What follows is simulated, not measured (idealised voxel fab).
process module | voxel tone inversion
cross-section cut | 265 nm wide | cells 5 nm
A cross-section is a grid of square cells, given in bands from the top down. A band is one or more rows of cells.
Each band's line starts with the height of the band's top and of its bottom, in nm. Then come its materials from left to right, each with its width in nm. One material with "throughout" fills the band from edge to edge. "air" is empty space.
Height 0 is the level under which the wafer as received is all one material. The lowest band goes on downwards, as in "0 down".
A width such as "30 to 40" changes by the same amount from each row of cells to the next, from the band's top row to its bottom row.
"no change" after a step means that no cell of the cross-section changed.
closed voids: empty space of 8 cells or more with no open way to the top, each as width x height at its distance from the left edge, in nm
after a step's settings: what the simulator itself notes on the step
overlay nm, on a step with a mask: how far to the right of its planned place the mask lay; to the left if negative
plan
1 op RECEIVE | material Si
2 op CONFORMAL_DEP | material SiN | thk nm 10
3 op DIRECTIONAL_DEP | material polySi | thk nm 20
4 op PATTERN | tone cover | mask id POSTS | material resist | width nm 15 | pitch nm 40 | thk nm 30 | overlay nm 0
5 op DIRECTIONAL_ETCH | etch materials polySi | depth nm 20
6 op STRIP | etch materials resist
7 op FILL_DEP | material lowk | thk nm 10
8 op CMP | height nm 30
9 op STRIP | etch materials polySi
first wafer, as planned
as received, after step 1
  0 down: Si throughout
  closed voids: none
after step 2
  10 to 0: SiN throughout
  below 0: unchanged
after step 3
  30 to 10: polySi throughout
  below 10: unchanged
after step 4
  60 to 30: air 65 | resist 15 | air 25 | resist 15 | air 25 | resist 15 | air 25 | resist 15 | air 65
  below 30: unchanged
after step 5
  60 to 30: air 65 | resist 15 | air 25 | resist 15 | air 25 | resist 15 | air 25 | resist 15 | air 65
  30 to 10: air 65 | polySi 15 | air 25 | polySi 15 | air 25 | polySi 15 | air 25 | polySi 15 | air 65
  below 10: unchanged
after step 6
  30 to 10: air 65 | polySi 15 | air 25 | polySi 15 | air 25 | polySi 15 | air 25 | polySi 15 | air 65
  below 10: unchanged
after step 7
  40 to 30: lowk throughout
  30 to 10: lowk 65 | polySi 15 | lowk 25 | polySi 15 | lowk 25 | polySi 15 | lowk 25 | polySi 15 | lowk 65
  below 10: unchanged
after step 8
  30 to 10: lowk 65 | polySi 15 | lowk 25 | polySi 15 | lowk 25 | polySi 15 | lowk 25 | polySi 15 | lowk 65
  below 10: unchanged
after step 9
  30 to 10: lowk 65 | air 15 | lowk 25 | air 15 | lowk 25 | air 15 | lowk 25 | air 15 | lowk 65
  below 10: unchanged
second wafer: like start, like plan, one mistake. Through step 6 it matches the first wafer
when step 7 should have ended
  50 to 30: lowk throughout
  30 to 10: lowk 65 | polySi 15 | lowk 25 | polySi 15 | lowk 25 | polySi 15 | lowk 25 | polySi 15 | lowk 65
  below 10: unchanged
when step 8 should have ended
  30 to 10: lowk 65 | polySi 15 | lowk 25 | polySi 15 | lowk 25 | polySi 15 | lowk 25 | polySi 15 | lowk 65
  below 10: unchanged
when step 9 should have ended
  30 to 10: lowk 65 | air 15 | lowk 25 | air 15 | lowk 25 | air 15 | lowk 25 | air 15 | lowk 65
  below 10: unchanged
what went wrong: step 7 was run twice
at the end the two cross-sections are the same: no effect in what this model computes
